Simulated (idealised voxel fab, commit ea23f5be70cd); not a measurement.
Presented below is a process module, voxel air gaps.
Square cells of 5 nm make up the cross-section cut, whose width is 240 nm.
Cross-sections here: square-cell grids, written as top-down lists of bands, a band being one or more rows of cells. Top, bottom (nm), then materials left to right with widths (nm); lone material tagged "throughout" fills the whole band edge to edge; "blank" = empty space. Height reference: 0 = level under which incoming wafer is all one material. Lowest band: no bottom, runs on downward, e.g. "z 0 and below". So if you see something like "30 to 40" for the width, read it as the top row of the band sitting at the first number and the bottom row at the second, with every row in between moving by the same amount as the last. Take "remained the same" at face value: in the step it is given for, the cross-section changed in none of its cells. Look at "Closed empty spaces" for the closed voids: empty spaces with no open path to the top, sized 8 cells or up. Each is width x height at distance, distance from the left edge, all nm. Anything after a step's settings on that line? It's the simulator's own note about the step. "overlay nm", when on a step's line for a step with a mask, measures how far to the right of its planned place the mask lay; a negative measure means to the left.

Steps planned for the process:
1. RECEIVE with material Si
2. CONFORMAL_DEP with material SiO2, thk nm 10
3. CONFORMAL_DEP with material SiCN, thk nm 5
4. DIRECTIONAL_DEP with material lowk, thk nm 35
5. DIRECTIONAL_DEP with material aC, thk nm 15
6. PATTERN with tone open, mask id LINES, material resist, width nm 25, pitch nm 50, thk nm 35, overlay nm 0
7. DIRECTIONAL_ETCH with etch materials aC, depth nm 15
8. STRIP with etch materials resist
9. DIRECTIONAL_ETCH with etch materials lowk, depth nm 35
10. STRIP with etch materials aC
11. CONFORMAL_DEP with material TiN, thk nm 5
12. FILL_DEP with material Cu, thk nm 10
13. CMP with height nm 50
14. EPI with material Ru, thk nm 10
15. SELECTIVE_ETCH with etch materials lowk, depth nm 45
16. CONFORMAL_DEP with material SiCN, thk nm 5

Delivered wafer in cross-section: state after step 1:
> z 0 and below  Si throughout
> Closed empty spaces: none

The cross-section shown corresponds to the wafer at the conclusion of the module. The initial structure and the process plan are those presented above; however, one mistake occurred in executing the plan:
> z 65 to 60  blank 10 nm; SiCN 215 nm; blank 15 nm
> z 60 to 50  blank 10 nm; SiCN 5 nm; Ru 205 nm; SiCN 5 nm; blank 15 nm
> z 50 to 45  blank 10 nm; SiCN 15 nm; TiN 5 nm; Cu 25 nm; TiN 5 nm; lowk 15 nm; TiN 5 nm; Cu 25 nm; TiN 5 nm; lowk 15 nm; TiN 5 nm; Cu 25 nm; TiN 5 nm; lowk 15 nm; TiN 5 nm; Cu 25 nm; TiN 5 nm; SiCN 15 nm; blank 15 nm
> z 45 to 20  blank 20 nm; SiCN 5 nm; TiN 5 nm; Cu 25 nm; TiN 5 nm; lowk 15 nm; TiN 5 nm; Cu 25 nm; TiN 5 nm; lowk 15 nm; TiN 5 nm; Cu 25 nm; TiN 5 nm; lowk 15 nm; TiN 5 nm; Cu 25 nm; TiN 5 nm; SiCN 5 nm; blank 25 nm
> z 20 to 15  SiCN 25 nm; TiN 35 nm; lowk 15 nm; TiN 35 nm; lowk 15 nm; TiN 35 nm; lowk 15 nm; TiN 35 nm; SiCN 30 nm
> z 15 to 10  SiCN throughout
> z 10 to 0  SiO2 throughout
> z 0 and below  Si throughout
> Closed empty spaces: none
What was the processing mistake? step 6 did not happen as planned, as run it was PATTERN with tone open, mask id LINES, material resist, width nm 35, pitch nm 50, thk nm 35, overlay nm 0
